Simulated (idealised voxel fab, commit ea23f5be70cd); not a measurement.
process module | voxel released beams
cross-section cut | 220 nm wide | cells 5 nm
A cross-section is a grid of square cells, given in bands from the top down. A band is one or more rows of cells.
Each band's line starts with the height of the band's top and of its bottom, in nm. Then come its materials from left to right, each with its width in nm. One material with "throughout" fills the band from edge to edge. "air" is empty space.
Height 0 is the level under which the wafer as received is all one material. The lowest band goes on downwards, as in "0 down".
A width such as "30 to 40" changes by the same amount from each row of cells to the next, from the band's top row to its bottom row.
"no change" after a step means that no cell of the cross-section changed.
closed voids: empty space of 8 cells or more with no open way to the top, each as width x height at its distance from the left edge, in nm
after a step's settings: what the simulator itself notes on the step
overlay nm, on a step with a mask: how far to the right of its planned place the mask lay; to the left if negative
plan
1 op RECEIVE | material Si
2 op CONFORMAL_DEP | material Al2O3 | thk nm 5
3 op DIRECTIONAL_DEP | material SiO2 | thk nm 10
4 op DIRECTIONAL_DEP | material aC | thk nm 15
5 op PATTERN | tone open | mask id ANCHOR | material resist | width nm 35 | thk nm 35 | overlay nm 0
6 op DIRECTIONAL_ETCH | etch materials aC | depth nm 15
7 op STRIP | etch materials resist
8 op DIRECTIONAL_ETCH | etch materials SiO2 | depth nm 10
9 op STRIP | etch materials aC
10 op CONFORMAL_DEP | material polySi | thk nm 10
11 op DIRECTIONAL_DEP | material aC | thk nm 15
12 op PATTERN | tone cover | mask id BEAM | material resist | width nm 85 | thk nm 30 | overlay nm 0
13 op DIRECTIONAL_ETCH | etch materials aC | depth nm 15
14 op STRIP | etch materials resist
15 op DIRECTIONAL_ETCH | etch materials polySi | depth nm 10
16 op STRIP | etch materials aC
17 op STRIP | etch materials SiO2
first wafer, as planned
as received, after step 1
  0 down: Si throughout
  closed voids: none
after step 2
  5 to 0: Al2O3 throughout
  below 0: unchanged
after step 3
  15 to 5: SiO2 throughout
  below 5: unchanged
after step 4
  30 to 15: aC throughout
  below 15: unchanged
after step 5
  65 to 30: resist 70 | air 35 | resist 115
  below 30: unchanged
after step 6
  50 to 30: resist 70 | air 35 | resist 115
  30 to 15: aC 70 | air 35 | aC 115
  below 15: unchanged
after step 7
  30 to 15: aC 70 | air 35 | aC 115
  below 15: unchanged
after step 8
  30 to 15: aC 70 | air 35 | aC 115
  15 to 5: SiO2 70 | air 35 | SiO2 115
  below 5: unchanged
after step 9
  15 to 5: SiO2 70 | air 35 | SiO2 115
  below 5: unchanged
after step 10
  25 to 15: polySi 80 | air 15 | polySi 125
  15 to 5: SiO2 70 | polySi 35 | SiO2 115
  below 5: unchanged
after step 11
  40 to 30: aC 80 | air 15 | aC 125
  30 to 25: aC throughout
  25 to 15: polySi 80 | aC 15 | polySi 125
  below 15: unchanged
after step 12
  70 to 40: air 65 | resist 85 | air 70
  40 to 30: aC 80 | resist 15 | aC 125
  below 30: unchanged
after step 13
  55 to 40: air 65 | resist 85 | air 70
  40 to 30: air 65 | aC 15 | resist 15 | aC 55 | air 70
  30 to 25: air 65 | aC 85 | air 70
  below 25: unchanged
after step 14
  40 to 30: air 65 | aC 15 | air 15 | aC 55 | air 70
  below 30: unchanged
after step 15
  40 to 30: air 65 | aC 15 | air 15 | aC 55 | air 70
  30 to 25: air 65 | aC 85 | air 70
  25 to 15: air 65 | polySi 15 | aC 15 | polySi 55 | air 70
  below 15: unchanged
after step 16
  25 to 15: air 65 | polySi 15 | air 15 | polySi 55 | air 70
  below 15: unchanged
after step 17
  25 to 15: air 65 | polySi 15 | air 15 | polySi 55 | air 70
  15 to 5: air 70 | polySi 35 | air 115
  below 5: unchanged
second wafer: like start, like plan, one mistake. Through step 11 it matches the first wafer
when step 12 should have ended
  70 to 40: air 60 | resist 85 | air 75
  40 to 30: aC 80 | resist 15 | aC 125
  below 30: unchanged
when step 13 should have ended
  55 to 40: air 60 | resist 85 | air 75
  40 to 30: air 60 | aC 20 | resist 15 | aC 50 | air 75
  30 to 25: air 60 | aC 85 | air 75
  below 25: unchanged
when step 14 should have ended
  40 to 30: air 60 | aC 20 | air 15 | aC 50 | air 75
  below 30: unchanged
when step 15 should have ended
  40 to 30: air 60 | aC 20 | air 15 | aC 50 | air 75
  30 to 25: air 60 | aC 85 | air 75
  25 to 15: air 60 | polySi 20 | aC 15 | polySi 50 | air 75
  below 15: unchanged
when step 16 should have ended
  25 to 15: air 60 | polySi 20 | air 15 | polySi 50 | air 75
  below 15: unchanged
when step 17 should have ended
  25 to 15: air 60 | polySi 20 | air 15 | polySi 50 | air 75
  15 to 5: air 70 | polySi 35 | air 115
  below 5: unchanged
what went wrong: step 12 ran as: op PATTERN | tone cover | mask id BEAM | material resist | width nm 85 | thk nm 30 | overlay nm -5
at the end the second wafer has, in cells: as many of each material as the first, in other places
